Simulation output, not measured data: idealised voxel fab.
This is a process module. Its name is voxel transistor to metal.
Square cell edge 5 nm, section width 185 nm, ID cut.
Cross-section layout: square cells on a grid; listed as bands, top to bottom; a band spans one or more cell rows.
What a band's entry tells you: where the top is and where the bottom is, as heights in nm, and after that what lies inside, material by material from left to right, each with its width in nm. Empty space is written as the word "empty", and a single material marked with the word "everywhere" occupies the band from edge to edge.
Height is counted from the level 0, under which the received wafer is composed throughout of one material. The lowest of the bands is not closed at the bottom but continues downward, in the notation "0 nm and below".
Note: "30->40" means the width goes from the first number (top row of the band) to the second number (bottom row) in equal steps per row of cells.
The cross-section has no changed cell in any step marked "nothing got changed".
This entry, "Fully closed voids", enumerates those empty regions of no fewer than 8 cells that possess no open connection to the top. Each region is reported in the form width x height at distance, the distance being taken from the left edge, with all three quantities expressed in nm.
Post-settings text on a step line: simulator's own remark regarding the step.
"overlay nm" denotes, for a step that has a mask, the displacement of the mask to the right of its planned place, with negative values corresponding to the left.

-- The following list gives the planned process steps
1: op RECEIVE | material Si
2: op CONFORMAL_DEP | material SiO2 | thk nm 5
3: op CONFORMAL_DEP | material SiN | thk nm 10
4: op DIRECTIONAL_DEP | material aC | thk nm 10
5: op PATTERN | tone cover | mask id ACTIVE | material resist | width nm 100 | thk nm 25 | overlay nm 0
6: op DIRECTIONAL_ETCH | etch materials aC | depth nm 10
7: op STRIP | etch materials resist
8: op DIRECTIONAL_ETCH | etch materials SiN | depth nm 10
9: op DIRECTIONAL_ETCH | etch materials SiO2 | depth nm 5
10: op DIRECTIONAL_ETCH | etch materials Si | depth nm 25
11: op STRIP | etch materials aC
12: op OXIDIZE | depth nm 5
13: op FILL_DEP | material SiO2 | thk nm 5
14: op CMP | height nm 15
15: op SELECTIVE_ETCH | etch materials SiO2 | depth nm 5
16: op STRIP | etch materials SiN
17: op SELECTIVE_ETCH | etch materials SiO2 | depth nm 5
18: op OXIDIZE | depth nm 5
19: op DIRECTIONAL_DEP | material polySi | thk nm 30
20: op DIRECTIONAL_DEP | material SiCN | thk nm 15
21: op DIRECTIONAL_DEP | material aC | thk nm 15
22: op PATTERN | tone cover | mask id GATE | material resist | width nm 30 | thk nm 35 | overlay nm 0
23: op DIRECTIONAL_ETCH | etch materials aC | depth nm 15
24: op STRIP | etch materials resist
25: op DIRECTIONAL_ETCH | etch materials SiCN | depth nm 25
26: op DIRECTIONAL_ETCH | etch materials polySi | depth nm 40
27: op STRIP | etch materials aC
28: op CONFORMAL_DEP | material SiN | thk nm 5
29: op DIRECTIONAL_ETCH | etch materials SiN | depth nm 5
30: op DIRECTIONAL_ETCH | etch materials SiO2 | depth nm 5
31: op DIRECTIONAL_ETCH | etch materials Si | depth nm 10
32: op EPI | material SiGe | thk nm 10
33: op FILL_DEP | material SiO2 | thk nm 5
34: op CMP | height nm 30
35: op STRIP | etch materials polySi
36: op SELECTIVE_ETCH | etch materials SiO2 | depth nm 5
37: op CONFORMAL_DEP | material HfO2 | thk nm 5
38: op CONFORMAL_DEP | material TiN | thk nm 5
39: op FILL_DEP | material W | thk nm 5
40: op CMP | height nm 25
41: op DIRECTIONAL_DEP | material SiO2 | thk nm 15
42: op PATTERN | tone open | mask id CONTACT | material resist | width nm 15 | pitch nm 75 | thk nm 20 | overlay nm 0
43: op DIRECTIONAL_ETCH | etch materials SiO2 | depth nm 45
44: op STRIP | etch materials resist
45: op CONFORMAL_DEP | material TiN | thk nm 5
46: op FILL_DEP | material W | thk nm 10
47: op CMP | height nm 40
48: op CONFORMAL_DEP | material SiCN | thk nm 5
49: op DIRECTIONAL_DEP | material lowk | thk nm 15
50: op MASKED_ETCH | tone open | mask id METAL_1 | width nm 15 | pitch nm 75 | etch materials lowk | depth nm 15 | overlay nm 0
51: op MASKED_ETCH | tone open | mask id METAL_1 | width nm 15 | pitch nm 75 | etch materials SiCN | depth nm 5 | overlay nm 0
52: op CONFORMAL_DEP | material TiN | thk nm 5
53: op FILL_DEP | material Cu | thk nm 5
54: op CMP | height nm 60
55: op CONFORMAL_DEP | material SiCN | thk nm 5
56: op DIRECTIONAL_DEP | material lowk | thk nm 35
57: op DIRECTIONAL_DEP | material aC | thk nm 10
58: op PATTERN | tone open | mask id METAL_2 | material resist | width nm 15 | pitch nm 75 | thk nm 25 | overlay nm 0
59: op DIRECTIONAL_ETCH | etch materials aC | depth nm 10
60: op STRIP | etch materials resist
61: op DIRECTIONAL_ETCH | etch materials lowk | depth nm 20
62: op STRIP | etch materials aC
63: op DIRECTIONAL_DEP | material aC | thk nm 15
64: op PATTERN | tone open | mask id METAL_2_HOLES | material resist | width nm 15 | pitch nm 75 | thk nm 30 | overlay nm 0
65: op DIRECTIONAL_ETCH | etch materials aC | depth nm 15
66: op STRIP | etch materials resist
67: op DIRECTIONAL_ETCH | etch materials lowk | depth nm 15
68: op DIRECTIONAL_ETCH | etch materials SiCN | depth nm 5
69: op STRIP | etch materials aC
70: op CONFORMAL_DEP | material TiN | thk nm 5
71: op FILL_DEP | material Cu | thk nm 10
72: op CMP | height nm 100
73: op CONFORMAL_DEP | material SiCN | thk nm 5
Where the wafers of this document differ is in the width nm of step 42; they start out the same, and the plan states the value that applied to the first wafer.

-- Received wafers, first of several: cross-section after step 1
* 0 nm and below | Si everywhere
* Fully closed voids: none

-- Rows = wafers. At module end, each row lists per material the cells gained (+) or lost (-) since the wafer was received, then the closed voids
width nm 15, +20 Cu, +18 HfO2, -152 Si, +99 SiCN, +28 SiGe, +12 SiN, +316 SiO2, +102 TiN, +24 W, +310 lowk, Fully closed voids: none
width nm 20, +20 Cu, +18 HfO2, -152 Si, +99 SiCN, +28 SiGe, +12 SiN, +300 SiO2, +104 TiN, +38 W, +310 lowk, Fully closed voids: none
width nm 25, +20 Cu, +18 HfO2, -152 Si, +99 SiCN, +28 SiGe, +12 SiN, +284 SiO2, +106 TiN, +52 W, +310 lowk, Fully closed voids: none
width nm 30, +20 Cu, +18 HfO2, -152 Si, +99 SiCN, +28 SiGe, +12 SiN, +270 SiO2, +108 TiN, +64 W, +310 lowk, Fully closed voids: none
